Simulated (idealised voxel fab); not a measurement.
Module name: voxel released beams (process module)
In the cross-section labelled cut, the width is 285 nm and each square cell is 5 nm.
How to read a cross-section here: the picture is a grid of square cells, written as bands going from the top down, and any band can span one or more rows of cells.
The entry gives the band's vertical extent as a top height and a bottom height in nm, then its horizontal make-up as materials from left to right, each with a width in nm. "blank" stands for empty space; a single material marked "full width" fills the band edge to edge.
Heights are reckoned from 0. Under this level, the received wafer is all of one material. The bottommost band is open-ended downward, for example "from 0 down".
Width "30 to 40": first value at the band's top row of cells, second value at its bottom row, equal change from row to row.
Where a step carries "remains unaltered", the cross-section came out of it unchanged, cell for cell.
Closed empty spaces (no open way to the top) of 8 cells or more are what "Closed voids list" lists, each as width x height at distance from the left edge, nm for all three.
Note: text after step settings on the step line = simulator remark on that step.
The setting "overlay nm" may be written on the line of a step. When the step uses a mask, the value reports how far to the right of the planned place the mask lay, and a negative value reports that it lay to the left.

Here's what the planned process steps look like
- 1: RECEIVE [material Si]
- 2: CONFORMAL_DEP [material SiN] [thk nm 5]
- 3: DIRECTIONAL_DEP [material SiO2] [thk nm 15]
- 4: PATTERN [tone open] [mask id ANCHOR] [material resist] [width nm 35] [thk nm 20] [overlay nm 0]
- 5: DIRECTIONAL_ETCH [etch materials SiO2] [depth nm 15]
- 6: STRIP [etch materials resist]
- 7: CONFORMAL_DEP [material polySi] [thk nm 15]
- 8: DIRECTIONAL_DEP [material aC] [thk nm 15]
- 9: PATTERN [tone cover] [mask id BEAM] [material resist] [width nm 100] [thk nm 30] [overlay nm 0]
- 10: DIRECTIONAL_ETCH [etch materials aC] [depth nm 15]
- 11: STRIP [etch materials resist]
- 12: DIRECTIONAL_ETCH [etch materials polySi] [depth nm 15]
- 13: STRIP [etch materials aC]
- 14: STRIP [etch materials SiO2]

Received-state cross-section, reflecting completion of step 1
* from 0 down  Si full width
* Closed voids list: none

This is how the wafer looks in cross-section once the module is done, given the starting state and plan above and one mistake in carrying the plan out
* from 35 to 20  90 of blank; 100 of polySi; 95 of blank
* from 20 to 15  SiN full width
* from 15 to 0  SiO2 full width
* from 0 down  Si full width
* Closed voids list: none
What was done differently from what was planned? steps 2 and 3 traded places in the executed sequence
